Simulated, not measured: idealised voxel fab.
Process module in this document: voxel double patterning
Square cells of 5 nm make up the cross-section cut, whose width is 250 nm.
Cross-section, as written here: a square-cell grid given band by band from the top down, where a band holds one or more rows of cells. Within each band entry, the heights of the top and of the bottom of the band appear first, in that order and in nm; the materials of the band then follow from left to right, each with its corresponding width in nm. The designation "throughout" on a single material indicates that it fills the band from edge to edge; the designation "air" indicates empty space. Below 0: as-received wafer, all one material; heights counted from there. Lowest band: no bottom, goes on down, written "top 0, no bottom". The two numbers in a width such as "30 to 40" mark its ends across the band: the first belongs to the top row of cells, the second to the bottom row, and from each row to the next the width moves by the same amount. Reading "remained unchanged" for a step: not a cell of the cross-section changed in it. Closed-off voids of 8+ cells (no open route to the top) go in "Sealed void listing", written width x height at distance from the left edge, in nm. Read whatever lies past the settings on a step's line as the simulator's own remark about the step. overlay nm, on a step with a mask: how far to the right of its planned place the mask lay; to the left if negative.

# Set out below are the planned steps of the process
- 1: RECEIVE (material Si)
- 2: CONFORMAL_DEP (material SiN; thk nm 5)
- 3: DIRECTIONAL_DEP (material SiO2; thk nm 20)
- 4: DIRECTIONAL_DEP (material SiCN; thk nm 10)
- 5: DIRECTIONAL_DEP (material aC; thk nm 15)
- 6: PATTERN (tone open; mask id FIRST; material resist; width nm 15; pitch nm 50; thk nm 35; overlay nm 0)
- 7: DIRECTIONAL_ETCH (etch materials aC; depth nm 15)
- 8: STRIP (etch materials resist)
- 9: DIRECTIONAL_ETCH (etch materials SiCN; depth nm 10)
- 10: STRIP (etch materials aC)
- 11: MASKED_ETCH (tone open; mask id SECOND; width nm 15; etch materials SiCN; depth nm 10; overlay nm 0)
- 12: DIRECTIONAL_ETCH (etch materials SiO2; depth nm 20)
- 13: STRIP (etch materials SiCN)

# The first wafer of two, processed as planned

# As-received wafer cross-section (after step 1)
	top 0, no bottom: Si throughout
	Sealed void listing: none

# So this is the wafer cross-section right after step 2
	top 5, bottom 0: SiN throughout
	Below 0, the layers are the same as they were.

# So this is the wafer cross-section right after step 3
	top 25, bottom 5: SiO2 throughout
	Below 5, the layers are the same as they were.

# So this is the wafer cross-section right after step 4
	top 35, bottom 25: SiCN throughout
	Below 25, the layers are the same as they were.

# So this is the wafer cross-section right after step 5
	top 50, bottom 35: aC throughout
	Below 35, the layers are the same as they were.

# So this is the wafer cross-section right after step 6
	top 85, bottom 50: 90 nm resist / 15 nm air / 35 nm resist / 15 nm air / 95 nm resist
	Below 50, the layers are the same as they were.

# So this is the wafer cross-section right after step 7
	top 70, bottom 50: 90 nm resist / 15 nm air / 35 nm resist / 15 nm air / 95 nm resist
	top 50, bottom 35: 90 nm aC / 15 nm air / 35 nm aC / 15 nm air / 95 nm aC
	Below 35, the layers are the same as they were.

# So this is the wafer cross-section right after step 8
	top 50, bottom 35: 90 nm aC / 15 nm air / 35 nm aC / 15 nm air / 95 nm aC
	Below 35, the layers are the same as they were.

# So this is the wafer cross-section right after step 9
	top 50, bottom 35: 90 nm aC / 15 nm air / 35 nm aC / 15 nm air / 95 nm aC
	top 35, bottom 25: 90 nm SiCN / 15 nm air / 35 nm SiCN / 15 nm air / 95 nm SiCN
	Below 25, the layers are the same as they were.

# So this is the wafer cross-section right after step 10
	top 35, bottom 25: 90 nm SiCN / 15 nm air / 35 nm SiCN / 15 nm air / 95 nm SiCN
	Below 25, the layers are the same as they were.

# So this is the wafer cross-section right after step 11
	top 35, bottom 25: 90 nm SiCN / 15 nm air / 10 nm SiCN / 15 nm air / 10 nm SiCN / 15 nm air / 95 nm SiCN
	Below 25, the layers are the same as they were.

# So this is the wafer cross-section right after step 12
	top 35, bottom 25: 90 nm SiCN / 15 nm air / 10 nm SiCN / 15 nm air / 10 nm SiCN / 15 nm air / 95 nm SiCN
	top 25, bottom 5: 90 nm SiO2 / 15 nm air / 10 nm SiO2 / 15 nm air / 10 nm SiO2 / 15 nm air / 95 nm SiO2
	Below 5, the layers are the same as they were.

# So this is the wafer cross-section right after step 13
	top 25, bottom 5: 90 nm SiO2 / 15 nm air / 10 nm SiO2 / 15 nm air / 10 nm SiO2 / 15 nm air / 95 nm SiO2
	Below 5, the layers are the same as they were.

# Second wafer - shared start and plan with the first - one error in running - same as the first up to step 1 inclusive

# Second wafer at the planned finish of step 2, seen in cross-section
	top 20, bottom 0: SiO2 throughout
	Below 0, the layers are the same as they were.

# Second wafer at the planned finish of step 3, seen in cross-section
	top 25, bottom 20: SiN throughout
	Below 20, the layers are the same as they were.

# Second wafer at the planned finish of step 4, seen in cross-section
	top 35, bottom 25: SiCN throughout
	Below 25, the layers are the same as they were.

# Second wafer at the planned finish of step 5, seen in cross-section
	top 50, bottom 35: aC throughout
	Below 35, the layers are the same as they were.

# Second wafer at the planned finish of step 6, seen in cross-section
	top 85, bottom 50: 90 nm resist / 15 nm air / 35 nm resist / 15 nm air / 95 nm resist
	Below 50, the layers are the same as they were.

# Second wafer at the planned finish of step 7, seen in cross-section
	top 70, bottom 50: 90 nm resist / 15 nm air / 35 nm resist / 15 nm air / 95 nm resist
	top 50, bottom 35: 90 nm aC / 15 nm air / 35 nm aC / 15 nm air / 95 nm aC
	Below 35, the layers are the same as they were.

# Second wafer at the planned finish of step 8, seen in cross-section
	top 50, bottom 35: 90 nm aC / 15 nm air / 35 nm aC / 15 nm air / 95 nm aC
	Below 35, the layers are the same as they were.

# Second wafer at the planned finish of step 9, seen in cross-section
	top 50, bottom 35: 90 nm aC / 15 nm air / 35 nm aC / 15 nm air / 95 nm aC
	top 35, bottom 25: 90 nm SiCN / 15 nm air / 35 nm SiCN / 15 nm air / 95 nm SiCN
	Below 25, the layers are the same as they were.

# Second wafer at the planned finish of step 10, seen in cross-section
	top 35, bottom 25: 90 nm SiCN / 15 nm air / 35 nm SiCN / 15 nm air / 95 nm SiCN
	Below 25, the layers are the same as they were.

# Second wafer at the planned finish of step 11, seen in cross-section
	top 35, bottom 25: 90 nm SiCN / 15 nm air / 10 nm SiCN / 15 nm air / 10 nm SiCN / 15 nm air / 95 nm SiCN
	Below 25, the layers are the same as they were.

Second wafer at the planned finish of step 12, seen in cross-section: remained unchanged

# Second wafer at the planned finish of step 13, seen in cross-section
	top 25, bottom 20: SiN throughout
	Below 20, the layers are the same as they were.
Run error: steps 2 and 3 of the plan were each performed in the slot designated for the other
Wafer comparison, final, in cells, second relative to first, materials more or fewer: SiO2 +36
